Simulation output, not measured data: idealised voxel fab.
Process module heading - voxel wiring stack
Cross-sectional view cut (width: 260 nm; square cell size: 5 nm).
If you're reading a cross-section in this doc, picture square cells in a grid; it comes to you as bands, top ones listed first down to the bottom, and a band can be one or more rows of cells. This entry defines a band. It first specifies the height of the band's top and the height of its bottom in nm, and then specifies the band's materials from left to right, stating each material with its width in nm. The word "full width" identifies a single material that fills the band from edge to edge, while the word "empty" identifies empty space. Basically, 0 is our baseline, since under it the wafer straight out of the box is all one material. The bottom band has no lower end and keeps on going down, so it looks like "z 0 and below". Width: "30->40" (first number = top row, second number = bottom row, same change from row to row of cells). "remains unaltered" for a step: no cell of the cross-section changed in that step. The list in "Sealed-off cavities" covers empty spaces of 8 cells or more that cannot reach the top through any open way, and it gives each as width x height at distance; the distance is from the left edge, and width, height and distance are in nm. What comes after the settings on a step's line is commentary from the simulator itself on that step. A step line may carry the setting "overlay nm", which, for steps involving a mask, states the distance by which the mask lay to the right of its intended position; negative values denote displacement to the left.

Listed below are the process steps as planned:
- 1: RECEIVE: material Si
- 2: CONFORMAL_DEP: material SiO2, thk nm 10
- 3: CONFORMAL_DEP: material SiCN, thk nm 5
- 4: DIRECTIONAL_DEP: material lowk, thk nm 20
- 5: PATTERN: tone open, mask id METAL_1, material resist, width nm 30, pitch nm 55, thk nm 15, overlay nm -15
- 6: DIRECTIONAL_ETCH: etch materials lowk, depth nm 20
- 7: DIRECTIONAL_ETCH: etch materials SiCN, depth nm 5
- 8: STRIP: etch materials resist
- 9: CONFORMAL_DEP: material TiN, thk nm 5
- 10: FILL_DEP: material W, thk nm 5
- 11: CMP: height nm 35
- 12: CONFORMAL_DEP: material SiCN, thk nm 5
- 13: DIRECTIONAL_DEP: material SiO2, thk nm 30
- 14: PATTERN: tone open, mask id METAL_2, material resist, width nm 30, pitch nm 55, thk nm 15, overlay nm 0
- 15: DIRECTIONAL_ETCH: etch materials SiO2, depth nm 15
- 16: STRIP: etch materials resist
- 17: DIRECTIONAL_DEP: material aC, thk nm 15
- 18: PATTERN: tone open, mask id METAL_2_HOLES, material resist, width nm 15, pitch nm 110, thk nm 30, overlay nm 0
- 19: DIRECTIONAL_ETCH: etch materials aC, depth nm 15
- 20: STRIP: etch materials resist
- 21: DIRECTIONAL_ETCH: etch materials SiO2, depth nm 15
- 22: DIRECTIONAL_ETCH: etch materials SiCN, depth nm 5
- 23: STRIP: etch materials aC
- 24: CONFORMAL_DEP: material TiN, thk nm 5
- 25: FILL_DEP: material Ru, thk nm 5
- 26: CMP: height nm 70
- 27: CONFORMAL_DEP: material SiCN, thk nm 5
It is noted that the wafers described herein are identical at the outset and are distinguished by the overlay nm of step 5; the value stated in the plan corresponds to the first wafer.

The first of several wafers as received, shown in cross-section; this is its state after step 1:
> z 0 and below  Si full width
> Sealed-off cavities: none

The first of several wafers, seen in cross-section after the module's last step, step 27:
> z 75 to 70  SiCN full width
> z 70 to 60  SiO2 60 nm / TiN 5 nm / Ru 20 nm / TiN 5 nm / SiO2 25 nm / TiN 5 nm / Ru 20 nm / TiN 5 nm / SiO2 25 nm / TiN 5 nm / Ru 20 nm / TiN 5 nm / SiO2 60 nm
> z 60 to 55  SiO2 60 nm / TiN 5 nm / Ru 5 nm / TiN 20 nm / SiO2 25 nm / TiN 30 nm / SiO2 25 nm / TiN 5 nm / Ru 5 nm / TiN 20 nm / SiO2 60 nm
> z 55 to 40  SiO2 60 nm / TiN 5 nm / Ru 5 nm / TiN 5 nm / SiO2 95 nm / TiN 5 nm / Ru 5 nm / TiN 5 nm / SiO2 75 nm
> z 40 to 35  SiCN 60 nm / TiN 15 nm / SiCN 95 nm / TiN 15 nm / SiCN 75 nm
> z 35 to 15  lowk 45 nm / TiN 5 nm / W 20 nm / TiN 5 nm / lowk 25 nm / TiN 5 nm / W 20 nm / TiN 5 nm / lowk 25 nm / TiN 5 nm / W 20 nm / TiN 5 nm / lowk 75 nm
> z 15 to 10  SiCN 45 nm / TiN 30 nm / SiCN 25 nm / TiN 30 nm / SiCN 25 nm / TiN 30 nm / SiCN 75 nm
> z 10 to 0  SiO2 full width
> z 0 and below  Si full width
> Sealed-off cavities: none

The last wafer as seen in cross-section at the end of the module:
> z 75 to 70  SiCN full width
> z 70 to 60  SiO2 60 nm / TiN 5 nm / Ru 20 nm / TiN 5 nm / SiO2 25 nm / TiN 5 nm / Ru 20 nm / TiN 5 nm / SiO2 25 nm / TiN 5 nm / Ru 20 nm / TiN 5 nm / SiO2 60 nm
> z 60 to 55  SiO2 60 nm / TiN 5 nm / Ru 5 nm / TiN 20 nm / SiO2 25 nm / TiN 30 nm / SiO2 25 nm / TiN 5 nm / Ru 5 nm / TiN 20 nm / SiO2 60 nm
> z 55 to 40  SiO2 60 nm / TiN 5 nm / Ru 5 nm / TiN 5 nm / SiO2 95 nm / TiN 5 nm / Ru 5 nm / TiN 5 nm / SiO2 75 nm
> z 40 to 35  SiCN 60 nm / TiN 15 nm / SiCN 95 nm / TiN 15 nm / SiCN 75 nm
> z 35 to 15  lowk 75 nm / TiN 5 nm / W 20 nm / TiN 5 nm / lowk 25 nm / TiN 5 nm / W 20 nm / TiN 5 nm / lowk 25 nm / TiN 5 nm / W 20 nm / TiN 5 nm / lowk 45 nm
> z 15 to 10  SiCN 75 nm / TiN 30 nm / SiCN 25 nm / TiN 30 nm / SiCN 25 nm / TiN 30 nm / SiCN 45 nm
> z 10 to 0  SiO2 full width
> z 0 and below  Si full width
> Sealed-off cavities: none

Below, a row for every wafer. Read it as the end-of-module picture: for each material the wafer shows its cells gained (+) or lost (-) since it was received, and then its closed voids:
overlay nm -15, +32 Ru, +132 SiCN, +344 SiO2, +88 TiN, +48 W, +136 lowk, Sealed-off cavities: none
overlay nm -10, +32 Ru, +132 SiCN, +344 SiO2, +88 TiN, +48 W, +136 lowk, Sealed-off cavities: none
overlay nm -5, +32 Ru, +132 SiCN, +344 SiO2, +88 TiN, +48 W, +136 lowk, Sealed-off cavities: none
overlay nm 0, +32 Ru, +132 SiCN, +344 SiO2, +88 TiN, +48 W, +136 lowk, Sealed-off cavities: none
overlay nm 5, +32 Ru, +132 SiCN, +344 SiO2, +88 TiN, +48 W, +136 lowk, Sealed-off cavities: none
overlay nm 10, +32 Ru, +132 SiCN, +344 SiO2, +88 TiN, +48 W, +136 lowk, Sealed-off cavities: none
overlay nm 15, +32 Ru, +132 SiCN, +344 SiO2, +88 TiN, +48 W, +136 lowk, Sealed-off cavities: none
